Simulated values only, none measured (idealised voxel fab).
The following process module bears the name voxel ribs on slabs.
Displayed cross-section: cut, width of 255 nm, square cells sized 5 nm.
Throughout this document, each cross-section is represented as a grid of square cells and is presented as a sequence of bands enumerated from the top downward, where a band comprises one or more rows of cells.
Read a band's entry like this: the first values are the height of its top and the height of its bottom in nm, and what follows is the sequence of materials from left to right, each with its width in nm. Note that "empty" is empty space, and that a single material marked "edge to edge" reaches across the band from edge to edge.
Heights are expressed relative to 0, this being the level below which the as-received wafer comprises one material exclusively. The lowest band is unbounded in the downward direction and is denoted as in "top 0, no bottom".
Top row gets the first number, bottom row gets the second, and each row in between changes by the same step: that is how a band width like "30 to 40" works.
Basically "nothing altered" means that step didn't change any cell in the cross-section.
"Closed internal cavities" specifies each empty space that is not open to the top and that occupies no fewer than 8 cells, using the form width x height at distance, the distance measured from the left edge and all three quantities in nm.
Post-settings text on a step line: simulator's own remark regarding the step.
"overlay nm" denotes, for a step that has a mask, the displacement of the mask to the right of its planned place, with negative values corresponding to the left.
# Set out below are the planned steps of the process
- 1: RECEIVE, material Si
- 2: DIRECTIONAL_DEP, material SiO2, thk nm 30
- 3: DIRECTIONAL_DEP, material SiN, thk nm 15
- 4: MASKED_ETCH, tone cover, mask id RIB, width nm 20, etch materials SiN, depth nm 5, overlay nm 0
- 5: PATTERN, tone cover, mask id SLAB, material resist, width nm 70, thk nm 20, overlay nm 0
- 6: DIRECTIONAL_ETCH, etch materials SiN, depth nm 10
- 7: STRIP, etch materials resist
- 8: FILL_DEP, material SiO2, thk nm 25
- 9: CMP, height nm 60
- 10: DIRECTIONAL_DEP, material W, thk nm 10
- 11: DIRECTIONAL_DEP, material aC, thk nm 15
- 12: PATTERN, tone cover, mask id HEATER, material resist, width nm 30, thk nm 35, overlay nm 0
- 13: DIRECTIONAL_ETCH, etch materials aC, depth nm 15
- 14: STRIP, etch materials resist
- 15: DIRECTIONAL_ETCH, etch materials W, depth nm 10
- 16: STRIP, etch materials aC
- 17: CONFORMAL_DEP, material SiO2, thk nm 5
# Account of the first of two wafers, which was processed as intended
# The cross-section here shows the wafer as received, i.e. in its state after step 1
* top 0, no bottom  Si edge to edge
* Closed internal cavities: none
# after step 2
* top 30, bottom 0  SiO2 edge to edge
* Anything lower than 0 is untouched.
# after step 3
* top 45, bottom 30  SiN edge to edge
* Anything lower than 30 is untouched.
# after step 4
* top 45, bottom 40  empty 115  SiN 20  empty 120
* Anything lower than 40 is untouched.
# after step 5
* top 65, bottom 45  empty 90  resist 70  empty 95
* top 45, bottom 40  empty 90  resist 25  SiN 20  resist 25  empty 95
* Anything lower than 40 is untouched.
# after step 6
* top 65, bottom 45  empty 90  resist 70  empty 95
* top 45, bottom 40  empty 90  resist 25  SiN 20  resist 25  empty 95
* top 40, bottom 30  empty 90  SiN 70  empty 95
* Anything lower than 30 is untouched.
# after step 7
* top 45, bottom 40  empty 115  SiN 20  empty 120
* Anything lower than 40 is untouched.
# after step 8
* top 70, bottom 45  SiO2 edge to edge
* top 45, bottom 40  SiO2 115  SiN 20  SiO2 120
* top 40, bottom 30  SiO2 90  SiN 70  SiO2 95
* Anything lower than 30 is untouched.
# after step 9
* top 60, bottom 45  SiO2 edge to edge
* Anything lower than 45 is untouched.
# after step 10
* top 70, bottom 60  W edge to edge
* Anything lower than 60 is untouched.
# after step 11
* top 85, bottom 70  aC edge to edge
* Anything lower than 70 is untouched.
# after step 12
* top 120, bottom 85  empty 110  resist 30  empty 115
* Anything lower than 85 is untouched.
# after step 13
* top 105, bottom 85  empty 110  resist 30  empty 115
* top 85, bottom 70  empty 110  aC 30  empty 115
* Anything lower than 70 is untouched.
# after step 14
* top 85, bottom 70  empty 110  aC 30  empty 115
* Anything lower than 70 is untouched.
# after step 15
* top 85, bottom 70  empty 110  aC 30  empty 115
* top 70, bottom 60  empty 110  W 30  empty 115
* Anything lower than 60 is untouched.
# after step 16
* top 70, bottom 60  empty 110  W 30  empty 115
* Anything lower than 60 is untouched.
# after step 17
* top 75, bottom 70  empty 105  SiO2 40  empty 110
* top 70, bottom 65  empty 105  SiO2 5  W 30  SiO2 5  empty 110
* top 65, bottom 60  SiO2 110  W 30  SiO2 115
* Anything lower than 60 is untouched.
# second wafer: like start, like plan, one mistake. Through step 16 it matches the first wafer
Cross-section, second wafer, at the end time the plan gives for step 17: nothing altered
Nonconformance to the process plan: the plan's step 17 went unexecuted, having been skipped
Bottom line after processing is that, in cells, the second wafer is up or down on some materials versus the first: -55 SiO2
